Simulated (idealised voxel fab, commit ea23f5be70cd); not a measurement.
voxel self aligned vias: a process module
Xsec cut, 150 nm wide, square cell size 5 nm.
A cross-section in this document is a grid of square cells, and it is written down as bands, the top band listed before the ones below it; a band is made up of one or more rows of cells. This entry defines a band. It first specifies the height of the band's top and the height of its bottom in nm, and then specifies the band's materials from left to right, stating each material with its width in nm. The word "throughout" identifies a single material that fills the band from edge to edge, while the word "air" identifies empty space. Heights are reckoned from 0. Under this level, the received wafer is all of one material. The bottommost band is open-ended downward, for example "0 nm and below". The expression "30..40" gives the width at the extremes of the band, the first number at its top row of cells and the second at its bottom row, with the width changing by equal amounts from each row to the next in between. Where a step carries "nothing different", the cross-section came out of it unchanged, cell for cell. So "Enclosed internal cavities" is basically the list of trapped voids: any empty space of 8 cells or more that can't reach the top through an opening. They're written width x height at distance, the distance being from the left edge, and it's all nm. Note: text after step settings on the step line = simulator remark on that step. overlay nm: step with mask; distance mask lay right of planned place; negative value = left of planned place. Read each pair as before and after one process step. The after cross-section shows only down to the lowest band that changed. The step between them and its settings are given below the pair. Pairs can come from different runs of this module on the same starting wafer. A pair continues from the pair above only where its "Pre-process" entry says so.
## Pre-process
    0 nm and below | Si throughout
    Enclosed internal cavities: none
## Step Outcome
    10 nm to 0 nm | SiO2 throughout
    Note: structure below 0 unchanged.
    Enclosed internal cavities: none
Between before and after above, the operation and settings are CONFORMAL_DEP with material SiO2, thk nm 10
Pre-process: starting point is the after cross-section of the pair just above.
## Step Outcome
    15 nm to 10 nm | SiCN throughout
    Note: structure below 10 unchanged.
    Enclosed internal cavities: none
Between before and after above, the operation and settings are CONFORMAL_DEP with material SiCN, thk nm 5
Pre-process: starting point is the after cross-section of the pair just above.
## Step Outcome
    45 nm to 15 nm | SiO2 throughout
    Note: structure below 15 unchanged.
    Enclosed internal cavities: none
Between before and after above, the operation and settings are DIRECTIONAL_DEP with material SiO2, thk nm 30
Pre-process: starting point is the after cross-section of the pair just above.
## Step Outcome
    45 nm to 15 nm | SiO2 30 nm, air 30 nm, SiO2 25 nm, air 30 nm, SiO2 35 nm
    Note: structure below 15 unchanged.
    Enclosed internal cavities: none
Between before and after above, the operation and settings are MASKED_ETCH with tone open, mask id LINES, width nm 30, pitch nm 55, etch materials SiO2, depth nm 30, overlay nm 0
Pre-process: starting point is the after cross-section of the pair just above.
## Step Outcome
    50 nm to 45 nm | TiN 35 nm, air 20 nm, TiN 35 nm, air 20 nm, TiN 40 nm
    45 nm to 20 nm | SiO2 30 nm, TiN 5 nm, air 20 nm, TiN 5 nm, SiO2 25 nm, TiN 5 nm, air 20 nm, TiN 5 nm, SiO2 35 nm
    20 nm to 15 nm | SiO2 30 nm, TiN 30 nm, SiO2 25 nm, TiN 30 nm, SiO2 35 nm
    Note: structure below 15 unchanged.
    Enclosed internal cavities: none
Between before and after above, the operation and settings are CONFORMAL_DEP with material TiN, thk nm 5
Pre-process: starting point is the after cross-section of the pair just above.
## Step Outcome
    55 nm to 50 nm | Ru throughout
    50 nm to 45 nm | TiN 35 nm, Ru 20 nm, TiN 35 nm, Ru 20 nm, TiN 40 nm
    45 nm to 20 nm | SiO2 30 nm, TiN 5 nm, Ru 20 nm, TiN 5 nm, SiO2 25 nm, TiN 5 nm, Ru 20 nm, TiN 5 nm, SiO2 35 nm
    Note: structure below 20 unchanged.
    Enclosed internal cavities: none
Between before and after above, the operation and settings are FILL_DEP with material Ru, thk nm 5
Pre-process: starting point is the after cross-section of the pair just above.
## Step Outcome
    45 nm to 20 nm | SiO2 30 nm, TiN 5 nm, Ru 20 nm, TiN 5 nm, SiO2 25 nm, TiN 5 nm, Ru 20 nm, TiN 5 nm, SiO2 35 nm
    Note: structure below 20 unchanged.
    Enclosed internal cavities: none
Between before and after above, the operation and settings are CMP with height nm 45
Pre-process: starting point is the after cross-section of the pair just above.
## Step Outcome
    45 nm to 35 nm | SiO2 30 nm, air 30 nm, SiO2 25 nm, air 30 nm, SiO2 35 nm
    Note: structure below 35 unchanged.
    Enclosed internal cavities: none
Between before and after above, the operation and settings are SELECTIVE_ETCH with etch materials W Ru TiN, depth nm 10
Pre-process: starting point is the after cross-section of the pair just above.
## Step Outcome
    55 nm to 45 nm | SiN throughout
    45 nm to 35 nm | SiO2 30 nm, SiN 30 nm, SiO2 25 nm, SiN 30 nm, SiO2 35 nm
    Note: structure below 35 unchanged.
    Enclosed internal cavities: none
Between before and after above, the operation and settings are FILL_DEP with material SiN, thk nm 10
Pre-process: starting point is the after cross-section of the pair just above.
## Step Outcome
    45 nm to 35 nm | SiO2 30 nm, SiN 30 nm, SiO2 25 nm, SiN 30 nm, SiO2 35 nm
    Note: structure below 35 unchanged.
    Enclosed internal cavities: none
Between before and after above, the operation and settings are CMP with height nm 45
Pre-process: starting point is the after cross-section of the pair just above.
## Step Outcome
    60 nm to 45 nm | SiO2 throughout
    Note: structure below 45 unchanged.
    Enclosed internal cavities: none
Between before and after above, the operation and settings are DIRECTIONAL_DEP with material SiO2, thk nm 15
Pre-process: starting point is the after cross-section of the pair just above.
## Step Outcome
    80 nm to 60 nm | resist 25 nm, air 40 nm, resist 85 nm
    Note: structure below 60 unchanged.
    Enclosed internal cavities: none
Between before and after above, the operation and settings are PATTERN with tone open, mask id VIAS, material resist, width nm 40, thk nm 20, overlay nm 0
Pre-process: starting point is the after cross-section of the pair just above.
## Step Outcome
    80 nm to 60 nm | resist 25 nm, air 40 nm, resist 85 nm
    60 nm to 45 nm | SiO2 25 nm, air 40 nm, SiO2 85 nm
    Note: structure below 45 unchanged.
    Enclosed internal cavities: none
Between before and after above, the operation and settings are DIRECTIONAL_ETCH with etch materials SiO2, depth nm 15
Pre-process: starting point is the after cross-section of the pair just above.
## Step Outcome
    80 nm to 60 nm | resist 25 nm, air 40 nm, resist 85 nm
    60 nm to 45 nm | SiO2 25 nm, air 40 nm, SiO2 85 nm
    45 nm to 35 nm | SiO2 30 nm, air 30 nm, SiO2 25 nm, SiN 30 nm, SiO2 35 nm
    Note: structure below 35 unchanged.
    Enclosed internal cavities: none
Between before and after above, the operation and settings are DIRECTIONAL_ETCH with etch materials SiN, depth nm 10
Pre-process: starting point is the after cross-section of the pair just above.
## Step Outcome
    60 nm to 45 nm | SiO2 25 nm, air 40 nm, SiO2 85 nm
    Note: structure below 45 unchanged.
    Enclosed internal cavities: none
Between before and after above, the operation and settings are STRIP with etch materials resist
Pre-process: starting point is the after cross-section of the pair just above.
## Step Outcome
    65 nm to 60 nm | TiN 30 nm, air 30 nm, TiN 90 nm
    60 nm to 50 nm | SiO2 25 nm, TiN 5 nm, air 30 nm, TiN 5 nm, SiO2 85 nm
    50 nm to 45 nm | SiO2 25 nm, TiN 10 nm, air 20 nm, TiN 10 nm, SiO2 85 nm
    45 nm to 40 nm | SiO2 30 nm, TiN 5 nm, air 20 nm, TiN 5 nm, SiO2 25 nm, SiN 30 nm, SiO2 35 nm
    40 nm to 35 nm | SiO2 30 nm, TiN 30 nm, SiO2 25 nm, SiN 30 nm, SiO2 35 nm
    Note: structure below 35 unchanged.
    Enclosed internal cavities: none
Between before and after above, the operation and settings are CONFORMAL_DEP with material TiN, thk nm 5
Pre-process: starting point is the after cross-section of the pair just above.
## Step Outcome
    70 nm to 65 nm | Cu throughout
    65 nm to 60 nm | TiN 30 nm, Cu 30 nm, TiN 90 nm
    60 nm to 50 nm | SiO2 25 nm, TiN 5 nm, Cu 30 nm, TiN 5 nm, SiO2 85 nm
    50 nm to 45 nm | SiO2 25 nm, TiN 10 nm, Cu 20 nm, TiN 10 nm, SiO2 85 nm
    45 nm to 40 nm | SiO2 30 nm, TiN 5 nm, Cu 20 nm, TiN 5 nm, SiO2 25 nm, SiN 30 nm, SiO2 35 nm
    Note: structure below 40 unchanged.
    Enclosed internal cavities: none
Between before and after above, the operation and settings are FILL_DEP with material Cu, thk nm 5
Pre-process: starting point is the after cross-section of the pair just above.
## Step Outcome
    60 nm to 50 nm | SiO2 25 nm, TiN 5 nm, Cu 30 nm, TiN 5 nm, SiO2 85 nm
    Note: structure below 50 unchanged.
    Enclosed internal cavities: none
Between before and after above, the operation and settings are CMP with height nm 60
Pre-process: starting point is the after cross-section of the pair just above.
## Step Outcome
    65 nm to 60 nm | SiCN throughout
    Note: structure below 60 unchanged.
    Enclosed internal cavities: none
Between before and after above, the operation and settings are CONFORMAL_DEP with material SiCN, thk nm 5
## Pre-process
    0 nm and below | Si throughout
    Enclosed internal cavities: none
## Step Outcome
    5 nm to 0 nm | SiCN throughout
    Note: structure below 0 unchanged.
    Enclosed internal cavities: none
Between before and after above, the operation and settings are CONFORMAL_DEP with material SiCN, thk nm 5
Pre-process: starting point is the after cross-section of the pair just above.
## Step Outcome
    35 nm to 5 nm | SiO2 throughout
    Note: structure below 5 unchanged.
    Enclosed internal cavities: none
Between before and after above, the operation and settings are DIRECTIONAL_DEP with material SiO2, thk nm 30
Pre-process: starting point is the after cross-section of the pair just above.
## Step Outcome
    35 nm to 5 nm | SiO2 30 nm, air 30 nm, SiO2 25 nm, air 30 nm, SiO2 35 nm
    Note: structure below 5 unchanged.
    Enclosed internal cavities: none
Between before and after above, the operation and settings are MASKED_ETCH with tone open, mask id LINES, width nm 30, pitch nm 55, etch materials SiO2, depth nm 30, overlay nm 0
Pre-process: starting point is the after cross-section of the pair just above.
## Step Outcome
    40 nm to 35 nm | TiN 35 nm, air 20 nm, TiN 35 nm, air 20 nm, TiN 40 nm
    35 nm to 10 nm | SiO2 30 nm, TiN 5 nm, air 20 nm, TiN 5 nm, SiO2 25 nm, TiN 5 nm, air 20 nm, TiN 5 nm, SiO2 35 nm
    10 nm to 5 nm | SiO2 30 nm, TiN 30 nm, SiO2 25 nm, TiN 30 nm, SiO2 35 nm
    Note: structure below 5 unchanged.
    Enclosed internal cavities: none
Between before and after above, the operation and settings are CONFORMAL_DEP with material TiN, thk nm 5
Pre-process: starting point is the after cross-section of the pair just above.
## Step Outcome
    45 nm to 40 nm | Ru throughout
    40 nm to 35 nm | TiN 35 nm, Ru 20 nm, TiN 35 nm, Ru 20 nm, TiN 40 nm
    35 nm to 10 nm | SiO2 30 nm, TiN 5 nm, Ru 20 nm, TiN 5 nm, SiO2 25 nm, TiN 5 nm, Ru 20 nm, TiN 5 nm, SiO2 35 nm
    Note: structure below 10 unchanged.
    Enclosed internal cavities: none
Between before and after above, the operation and settings are FILL_DEP with material Ru, thk nm 5
Pre-process: starting point is the after cross-section of the pair just above.
## Step Outcome
    35 nm to 10 nm | SiO2 30 nm, TiN 5 nm, Ru 20 nm, TiN 5 nm, SiO2 25 nm, TiN 5 nm, Ru 20 nm, TiN 5 nm, SiO2 35 nm
    Note: structure below 10 unchanged.
    Enclosed internal cavities: none
Between before and after above, the operation and settings are SELECTIVE_ETCH with etch materials W Ru TiN, depth nm 10
Pre-process: starting point is the after cross-section of the pair just above.
## Step Outcome
    45 nm to 35 nm | SiN throughout
    Note: structure below 35 unchanged.
    Enclosed internal cavities: none
Between before and after above, the operation and settings are FILL_DEP with material SiN, thk nm 10
Pre-process: starting point is the after cross-section of the pair just above.
## Step Outcome
    60 nm to 45 nm | SiO2 throughout
    Note: structure below 45 unchanged.
    Enclosed internal cavities: none
Between before and after above, the operation and settings are DIRECTIONAL_DEP with material SiO2, thk nm 15
Pre-process: starting point is the after cross-section of the pair just above.
## Step Outcome
    80 nm to 60 nm | resist 25 nm, air 40 nm, resist 85 nm
    Note: structure below 60 unchanged.
    Enclosed internal cavities: none
Between before and after above, the operation and settings are PATTERN with tone open, mask id VIAS, material resist, width nm 40, thk nm 20, overlay nm 0
Pre-process: starting point is the after cross-section of the pair just above.
## Step Outcome
    80 nm to 60 nm | resist 25 nm, air 40 nm, resist 85 nm
    60 nm to 45 nm | SiO2 25 nm, air 40 nm, SiO2 85 nm
    Note: structure below 45 unchanged.
    Enclosed internal cavities: none
Between before and after above, the operation and settings are DIRECTIONAL_ETCH with etch materials SiO2, depth nm 15
Pre-process: starting point is the after cross-section of the pair just above.
## Step Outcome
    80 nm to 60 nm | resist 25 nm, air 40 nm, resist 85 nm
    60 nm to 45 nm | SiO2 25 nm, air 40 nm, SiO2 85 nm
    45 nm to 35 nm | SiN 25 nm, air 40 nm, SiN 85 nm
    Note: structure below 35 unchanged.
    Enclosed internal cavities: none
Between before and after above, the operation and settings are DIRECTIONAL_ETCH with etch materials SiN, depth nm 10
Pre-process: starting point is the after cross-section of the pair just above.
## Step Outcome
    60 nm to 45 nm | SiO2 25 nm, air 40 nm, SiO2 85 nm
    Note: structure below 45 unchanged.
    Enclosed internal cavities: none
Between before and after above, the operation and settings are STRIP with etch materials resist
Pre-process: starting point is the after cross-section of the pair just above.
## Step Outcome
    65 nm to 60 nm | TiN 30 nm, air 30 nm, TiN 90 nm
    60 nm to 45 nm | SiO2 25 nm, TiN 5 nm, air 30 nm, TiN 5 nm, SiO2 85 nm
    45 nm to 40 nm | SiN 25 nm, TiN 5 nm, air 30 nm, TiN 5 nm, SiN 85 nm
    40 nm to 35 nm | SiN 25 nm, TiN 40 nm, SiN 85 nm
    Note: structure below 35 unchanged.
    Enclosed internal cavities: none
Between before and after above, the operation and settings are CONFORMAL_DEP with material TiN, thk nm 5
Pre-process: starting point is the after cross-section of the pair just above.
## Step Outcome
    70 nm to 65 nm | Cu throughout
    65 nm to 60 nm | TiN 30 nm, Cu 30 nm, TiN 90 nm
    60 nm to 45 nm | SiO2 25 nm, TiN 5 nm, Cu 30 nm, TiN 5 nm, SiO2 85 nm
    45 nm to 40 nm | SiN 25 nm, TiN 5 nm, Cu 30 nm, TiN 5 nm, SiN 85 nm
    Note: structure below 40 unchanged.
    Enclosed internal cavities: none
Between before and after above, the operation and settings are FILL_DEP with material Cu, thk nm 5
Pre-process: starting point is the after cross-section of the pair just above.
## Step Outcome
    60 nm to 45 nm | SiO2 25 nm, TiN 5 nm, Cu 30 nm, TiN 5 nm, SiO2 85 nm
    Note: structure below 45 unchanged.
    Enclosed internal cavities: none
Between before and after above, the operation and settings are CMP with height nm 60
Pre-process: starting point is the after cross-section of the pair just above.
## Step Outcome
    65 nm to 60 nm | SiCN throughout
    Note: structure below 60 unchanged.
    Enclosed internal cavities: none
Between before and after above, the operation and settings are CONFORMAL_DEP with material SiCN, thk nm 5
## Pre-process
    80 nm to 60 nm | resist 25 nm, air 40 nm, resist 85 nm
    60 nm to 45 nm | SiO2 25 nm, air 40 nm, SiO2 85 nm
    45 nm to 35 nm | SiO2 30 nm, SiN 30 nm, SiO2 25 nm, SiN 30 nm, SiO2 35 nm
    35 nm to 20 nm | SiO2 30 nm, TiN 5 nm, Ru 20 nm, TiN 5 nm, SiO2 25 nm, TiN 5 nm, Ru 20 nm, TiN 5 nm, SiO2 35 nm
    20 nm to 15 nm | SiO2 30 nm, TiN 30 nm, SiO2 25 nm, TiN 30 nm, SiO2 35 nm
    15 nm to 10 nm | SiCN throughout
    10 nm to 0 nm | SiO2 throughout
    0 nm and below | Si throughout
    Enclosed internal cavities: none
## Step Outcome
    80 nm to 60 nm | resist 25 nm, air 40 nm, resist 85 nm
    60 nm to 45 nm | SiO2 25 nm, air 40 nm, SiO2 85 nm
    45 nm to 35 nm | SiO2 25 nm, air 5 nm, SiN 30 nm, air 5 nm, SiO2 20 nm, SiN 30 nm, SiO2 35 nm
    35 nm to 30 nm | SiO2 25 nm, air 5 nm, TiN 5 nm, Ru 20 nm, TiN 5 nm, air 5 nm, SiO2 20 nm, TiN 5 nm, Ru 20 nm, TiN 5 nm, SiO2 35 nm
    Note: structure below 30 unchanged.
    Enclosed internal cavities: none
Between before and after above, the operation and settings are DIRECTIONAL_ETCH with etch materials SiO2, depth nm 15
Pre-process: starting point is the after cross-section of the pair just above.
## Step Outcome
    80 nm to 60 nm | resist 25 nm, air 40 nm, resist 85 nm
    60 nm to 45 nm | SiO2 25 nm, air 40 nm, SiO2 85 nm
    45 nm to 35 nm | SiO2 25 nm, air 40 nm, SiO2 20 nm, SiN 30 nm, SiO2 35 nm
    Note: structure below 35 unchanged.
    Enclosed internal cavities: none
Between before and after above, the operation and settings are DIRECTIONAL_ETCH with etch materials SiN, depth nm 10
Pre-process: starting point is the after cross-section of the pair just above.
## Step Outcome
    60 nm to 45 nm | SiO2 25 nm, air 40 nm, SiO2 85 nm
    Note: structure below 45 unchanged.
    Enclosed internal cavities: none
Between before and after above, the operation and settings are STRIP with etch materials resist
Pre-process: starting point is the after cross-section of the pair just above.
## Step Outcome
    65 nm to 60 nm | TiN 30 nm, air 30 nm, TiN 90 nm
    60 nm to 45 nm | SiO2 25 nm, TiN 5 nm, air 30 nm, TiN 5 nm, SiO2 85 nm
    45 nm to 40 nm | SiO2 25 nm, TiN 5 nm, air 30 nm, TiN 5 nm, SiO2 20 nm, SiN 30 nm, SiO2 35 nm
    40 nm to 35 nm | SiO2 25 nm, TiN 40 nm, SiO2 20 nm, SiN 30 nm, SiO2 35 nm
    35 nm to 30 nm | SiO2 25 nm, TiN 10 nm, Ru 20 nm, TiN 10 nm, SiO2 20 nm, TiN 5 nm, Ru 20 nm, TiN 5 nm, SiO2 35 nm
    Note: structure below 30 unchanged.
    Enclosed internal cavities: none
Between before and after above, the operation and settings are CONFORMAL_DEP with material TiN, thk nm 5
Pre-process: starting point is the after cross-section of the pair just above.
## Step Outcome
    70 nm to 65 nm | Cu throughout
    65 nm to 60 nm | TiN 30 nm, Cu 30 nm, TiN 90 nm
    60 nm to 45 nm | SiO2 25 nm, TiN 5 nm, Cu 30 nm, TiN 5 nm, SiO2 85 nm
    45 nm to 40 nm | SiO2 25 nm, TiN 5 nm, Cu 30 nm, TiN 5 nm, SiO2 20 nm, SiN 30 nm, SiO2 35 nm
    Note: structure below 40 unchanged.
    Enclosed internal cavities: none
Between before and after above, the operation and settings are FILL_DEP with material Cu, thk nm 5
Pre-process: starting point is the after cross-section of the pair just above.
## Step Outcome
    60 nm to 45 nm | SiO2 25 nm, TiN 5 nm, Cu 30 nm, TiN 5 nm, SiO2 85 nm
    Note: structure below 45 unchanged.
    Enclosed internal cavities: none
Between before and after above, the operation and settings are CMP with height nm 60
Pre-process: starting point is the after cross-section of the pair just above.
## Step Outcome
    65 nm to 60 nm | SiCN throughout
    Note: structure below 60 unchanged.
    Enclosed internal cavities: none
Between before and after above, the operation and settings are CONFORMAL_DEP with material SiCN, thk nm 5
## Pre-process
    5 nm to 0 nm | SiCN throughout
    0 nm and below | Si throughout
    Enclosed internal cavities: none
## Step Outcome
    15 nm to 5 nm | SiO2 throughout
    Note: structure below 5 unchanged.
    Enclosed internal cavities: none
Between before and after above, the operation and settings are CONFORMAL_DEP with material SiO2, thk nm 10
Pre-process: starting point is the after cross-section of the pair just above.
## Step Outcome
    45 nm to 5 nm | SiO2 throughout
    Note: structure below 5 unchanged.
    Enclosed internal cavities: none
Between before and after above, the operation and settings are DIRECTIONAL_DEP with material SiO2, thk nm 30
Pre-process: starting point is the after cross-section of the pair just above.
## Step Outcome
    45 nm to 15 nm | SiO2 30 nm, air 30 nm, SiO2 25 nm, air 30 nm, SiO2 35 nm
    Note: structure below 15 unchanged.
    Enclosed internal cavities: none
Between before and after above, the operation and settings are MASKED_ETCH with tone open, mask id LINES, width nm 30, pitch nm 55, etch materials SiO2, depth nm 30, overlay nm 0
Pre-process: starting point is the after cross-section of the pair just above.
## Step Outcome
    50 nm to 45 nm | TiN 35 nm, air 20 nm, TiN 35 nm, air 20 nm, TiN 40 nm
    45 nm to 20 nm | SiO2 30 nm, TiN 5 nm, air 20 nm, TiN 5 nm, SiO2 25 nm, TiN 5 nm, air 20 nm, TiN 5 nm, SiO2 35 nm
    20 nm to 15 nm | SiO2 30 nm, TiN 30 nm, SiO2 25 nm, TiN 30 nm, SiO2 35 nm
    Note: structure below 15 unchanged.
    Enclosed internal cavities: none
Between before and after above, the operation and settings are CONFORMAL_DEP with material TiN, thk nm 5
Pre-process: starting point is the after cross-section of the pair just above.
## Step Outcome
    55 nm to 50 nm | Ru throughout
    50 nm to 45 nm | TiN 35 nm, Ru 20 nm, TiN 35 nm, Ru 20 nm, TiN 40 nm
    45 nm to 20 nm | SiO2 30 nm, TiN 5 nm, Ru 20 nm, TiN 5 nm, SiO2 25 nm, TiN 5 nm, Ru 20 nm, TiN 5 nm, SiO2 35 nm
    Note: structure below 20 unchanged.
    Enclosed internal cavities: none
Between before and after above, the operation and settings are FILL_DEP with material Ru, thk nm 5
Pre-process: starting point is the after cross-section of the pair just above.
## Step Outcome
    45 nm to 20 nm | SiO2 30 nm, TiN 5 nm, Ru 20 nm, TiN 5 nm, SiO2 25 nm, TiN 5 nm, Ru 20 nm, TiN 5 nm, SiO2 35 nm
    Note: structure below 20 unchanged.
    Enclosed internal cavities: none
Between before and after above, the operation and settings are CMP with height nm 45
Pre-process: starting point is the after cross-section of the pair just above.
## Step Outcome
    45 nm to 35 nm | SiO2 30 nm, air 30 nm, SiO2 25 nm, air 30 nm, SiO2 35 nm
    Note: structure below 35 unchanged.
    Enclosed internal cavities: none
Between before and after above, the operation and settings are SELECTIVE_ETCH with etch materials W Ru TiN, depth nm 10
Pre-process: starting point is the after cross-section of the pair just above.
## Step Outcome
    55 nm to 45 nm | SiN throughout
    45 nm to 35 nm | SiO2 30 nm, SiN 30 nm, SiO2 25 nm, SiN 30 nm, SiO2 35 nm
    Note: structure below 35 unchanged.
    Enclosed internal cavities: none
Between before and after above, the operation and settings are FILL_DEP with material SiN, thk nm 10
Pre-process: starting point is the after cross-section of the pair just above.
## Step Outcome
    45 nm to 35 nm | SiO2 30 nm, SiN 30 nm, SiO2 25 nm, SiN 30 nm, SiO2 35 nm
    Note: structure below 35 unchanged.
    Enclosed internal cavities: none
Between before and after above, the operation and settings are CMP with height nm 45
Pre-process: starting point is the after cross-section of the pair just above.
## Step Outcome
    60 nm to 45 nm | SiO2 throughout
    Note: structure below 45 unchanged.
    Enclosed internal cavities: none
Between before and after above, the operation and settings are DIRECTIONAL_DEP with material SiO2, thk nm 15
Pre-process: starting point is the after cross-section of the pair just above.
## Step Outcome
    80 nm to 60 nm | resist 25 nm, air 40 nm, resist 85 nm
    Note: structure below 60 unchanged.
    Enclosed internal cavities: none
Between before and after above, the operation and settings are PATTERN with tone open, mask id VIAS, material resist, width nm 40, thk nm 20, overlay nm 0
Pre-process: starting point is the after cross-section of the pair just above.
## Step Outcome
    80 nm to 60 nm | resist 25 nm, air 40 nm, resist 85 nm
    60 nm to 45 nm | SiO2 25 nm, air 40 nm, SiO2 85 nm
    Note: structure below 45 unchanged.
    Enclosed internal cavities: none
Between before and after above, the operation and settings are DIRECTIONAL_ETCH with etch materials SiO2, depth nm 15
Pre-process: starting point is the after cross-section of the pair just above.
## Step Outcome
    80 nm to 60 nm | resist 25 nm, air 40 nm, resist 85 nm
    60 nm to 45 nm | SiO2 25 nm, air 40 nm, SiO2 85 nm
    45 nm to 35 nm | SiO2 30 nm, air 30 nm, SiO2 25 nm, SiN 30 nm, SiO2 35 nm
    Note: structure below 35 unchanged.
    Enclosed internal cavities: none
Between before and after above, the operation and settings are DIRECTIONAL_ETCH with etch materials SiN, depth nm 10
Pre-process: starting point is the after cross-section of the pair just above.
## Step Outcome
    60 nm to 45 nm | SiO2 25 nm, air 40 nm, SiO2 85 nm
    Note: structure below 45 unchanged.
    Enclosed internal cavities: none
Between before and after above, the operation and settings are STRIP with etch materials resist
Pre-process: starting point is the after cross-section of the pair just above.
## Step Outcome
    65 nm to 60 nm | TiN 30 nm, air 30 nm, TiN 90 nm
    60 nm to 50 nm | SiO2 25 nm, TiN 5 nm, air 30 nm, TiN 5 nm, SiO2 85 nm
    50 nm to 45 nm | SiO2 25 nm, TiN 10 nm, air 20 nm, TiN 10 nm, SiO2 85 nm
    45 nm to 40 nm | SiO2 30 nm, TiN 5 nm, air 20 nm, TiN 5 nm, SiO2 25 nm, SiN 30 nm, SiO2 35 nm
    40 nm to 35 nm | SiO2 30 nm, TiN 30 nm, SiO2 25 nm, SiN 30 nm, SiO2 35 nm
    Note: structure below 35 unchanged.
    Enclosed internal cavities: none
Between before and after above, the operation and settings are CONFORMAL_DEP with material TiN, thk nm 5
Pre-process: starting point is the after cross-section of the pair just above.
## Step Outcome
    70 nm to 65 nm | Cu throughout
    65 nm to 60 nm | TiN 30 nm, Cu 30 nm, TiN 90 nm
    60 nm to 50 nm | SiO2 25 nm, TiN 5 nm, Cu 30 nm, TiN 5 nm, SiO2 85 nm
    50 nm to 45 nm | SiO2 25 nm, TiN 10 nm, Cu 20 nm, TiN 10 nm, SiO2 85 nm
    45 nm to 40 nm | SiO2 30 nm, TiN 5 nm, Cu 20 nm, TiN 5 nm, SiO2 25 nm, SiN 30 nm, SiO2 35 nm
    Note: structure below 40 unchanged.
    Enclosed internal cavities: none
Between before and after above, the operation and settings are FILL_DEP with material Cu, thk nm 5
Pre-process: starting point is the after cross-section of the pair just above.
## Step Outcome
    60 nm to 50 nm | SiO2 25 nm, TiN 5 nm, Cu 30 nm, TiN 5 nm, SiO2 85 nm
    Note: structure below 50 unchanged.
    Enclosed internal cavities: none
Between before and after above, the operation and settings are CMP with height nm 60
Pre-process: starting point is the after cross-section of the pair just above.
## Step Outcome
    65 nm to 60 nm | SiCN throughout
    Note: structure below 60 unchanged.
    Enclosed internal cavities: none
Between before and after above, the operation and settings are CONFORMAL_DEP with material SiCN, thk nm 5
## Pre-process
    0 nm and below | Si throughout
    Enclosed internal cavities: none
## Step Outcome
    15 nm to 0 nm | SiO2 throughout
    Note: structure below 0 unchanged.
    Enclosed internal cavities: none
Between before and after above, the operation and settings are CONFORMAL_DEP with material SiO2, thk nm 15
Pre-process: starting point is the after cross-section of the pair just above.
## Step Outcome
    20 nm to 15 nm | SiCN throughout
    Note: structure below 15 unchanged.
    Enclosed internal cavities: none
Between before and after above, the operation and settings are CONFORMAL_DEP with material SiCN, thk nm 5
Pre-process: starting point is the after cross-section of the pair just above.
## Step Outcome
    50 nm to 20 nm | SiO2 throughout
    Note: structure below 20 unchanged.
    Enclosed internal cavities: none
Between before and after above, the operation and settings are DIRECTIONAL_DEP with material SiO2, thk nm 30
Pre-process: starting point is the after cross-section of the pair just above.
## Step Outcome
    50 nm to 20 nm | SiO2 30 nm, air 30 nm, SiO2 25 nm, air 30 nm, SiO2 35 nm
    Note: structure below 20 unchanged.
    Enclosed internal cavities: none
Between before and after above, the operation and settings are MASKED_ETCH with tone open, mask id LINES, width nm 30, pitch nm 55, etch materials SiO2, depth nm 30, overlay nm 0
Pre-process: starting point is the after cross-section of the pair just above.
## Step Outcome
    55 nm to 50 nm | TiN 35 nm, air 20 nm, TiN 35 nm, air 20 nm, TiN 40 nm
    50 nm to 25 nm | SiO2 30 nm, TiN 5 nm, air 20 nm, TiN 5 nm, SiO2 25 nm, TiN 5 nm, air 20 nm, TiN 5 nm, SiO2 35 nm
    25 nm to 20 nm | SiO2 30 nm, TiN 30 nm, SiO2 25 nm, TiN 30 nm, SiO2 35 nm
    Note: structure below 20 unchanged.
    Enclosed internal cavities: none
Between before and after above, the operation and settings are CONFORMAL_DEP with material TiN, thk nm 5
Pre-process: starting point is the after cross-section of the pair just above.
## Step Outcome
    60 nm to 55 nm | Ru throughout
    55 nm to 50 nm | TiN 35 nm, Ru 20 nm, TiN 35 nm, Ru 20 nm, TiN 40 nm
    50 nm to 25 nm | SiO2 30 nm, TiN 5 nm, Ru 20 nm, TiN 5 nm, SiO2 25 nm, TiN 5 nm, Ru 20 nm, TiN 5 nm, SiO2 35 nm
    Note: structure below 25 unchanged.
    Enclosed internal cavities: none
Between before and after above, the operation and settings are FILL_DEP with material Ru, thk nm 5
Pre-process: starting point is the after cross-section of the pair just above.
## Step Outcome
    45 nm to 25 nm | SiO2 30 nm, TiN 5 nm, Ru 20 nm, TiN 5 nm, SiO2 25 nm, TiN 5 nm, Ru 20 nm, TiN 5 nm, SiO2 35 nm
    Note: structure below 25 unchanged.
    Enclosed internal cavities: none
Between before and after above, the operation and settings are CMP with height nm 45
Pre-process: starting point is the after cross-section of the pair just above.
## Step Outcome
    45 nm to 35 nm | SiO2 30 nm, air 30 nm, SiO2 25 nm, air 30 nm, SiO2 35 nm
    Note: structure below 35 unchanged.
    Enclosed internal cavities: none
Between before and after above, the operation and settings are SELECTIVE_ETCH with etch materials W Ru TiN, depth nm 10
Pre-process: starting point is the after cross-section of the pair just above.
## Step Outcome
    55 nm to 45 nm | SiN throughout
    45 nm to 35 nm | SiO2 30 nm, SiN 30 nm, SiO2 25 nm, SiN 30 nm, SiO2 35 nm
    Note: structure below 35 unchanged.
    Enclosed internal cavities: none
Between before and after above, the operation and settings are FILL_DEP with material SiN, thk nm 10
Pre-process: starting point is the after cross-section of the pair just above.
## Step Outcome
    45 nm to 35 nm | SiO2 30 nm, SiN 30 nm, SiO2 25 nm, SiN 30 nm, SiO2 35 nm
    Note: structure below 35 unchanged.
    Enclosed internal cavities: none
Between before and after above, the operation and settings are CMP with height nm 45
Pre-process: starting point is the after cross-section of the pair just above.
## Step Outcome
    60 nm to 45 nm | SiO2 throughout
    Note: structure below 45 unchanged.
    Enclosed internal cavities: none
Between before and after above, the operation and settings are DIRECTIONAL_DEP with material SiO2, thk nm 15
Pre-process: starting point is the after cross-section of the pair just above.
## Step Outcome
    80 nm to 60 nm | resist 25 nm, air 40 nm, resist 85 nm
    Note: structure below 60 unchanged.
    Enclosed internal cavities: none
Between before and after above, the operation and settings are PATTERN with tone open, mask id VIAS, material resist, width nm 40, thk nm 20, overlay nm 0
Pre-process: starting point is the after cross-section of the pair just above.
## Step Outcome
    80 nm to 60 nm | resist 25 nm, air 40 nm, resist 85 nm
    60 nm to 45 nm | SiO2 25 nm, air 40 nm, SiO2 85 nm
    Note: structure below 45 unchanged.
    Enclosed internal cavities: none
Between before and after above, the operation and settings are DIRECTIONAL_ETCH with etch materials SiO2, depth nm 15
Pre-process: starting point is the after cross-section of the pair just above.
## Step Outcome
    80 nm to 60 nm | resist 25 nm, air 40 nm, resist 85 nm
    60 nm to 45 nm | SiO2 25 nm, air 40 nm, SiO2 85 nm
    45 nm to 35 nm | SiO2 30 nm, air 30 nm, SiO2 25 nm, SiN 30 nm, SiO2 35 nm
    Note: structure below 35 unchanged.
    Enclosed internal cavities: none
Between before and after above, the operation and settings are DIRECTIONAL_ETCH with etch materials SiN, depth nm 10
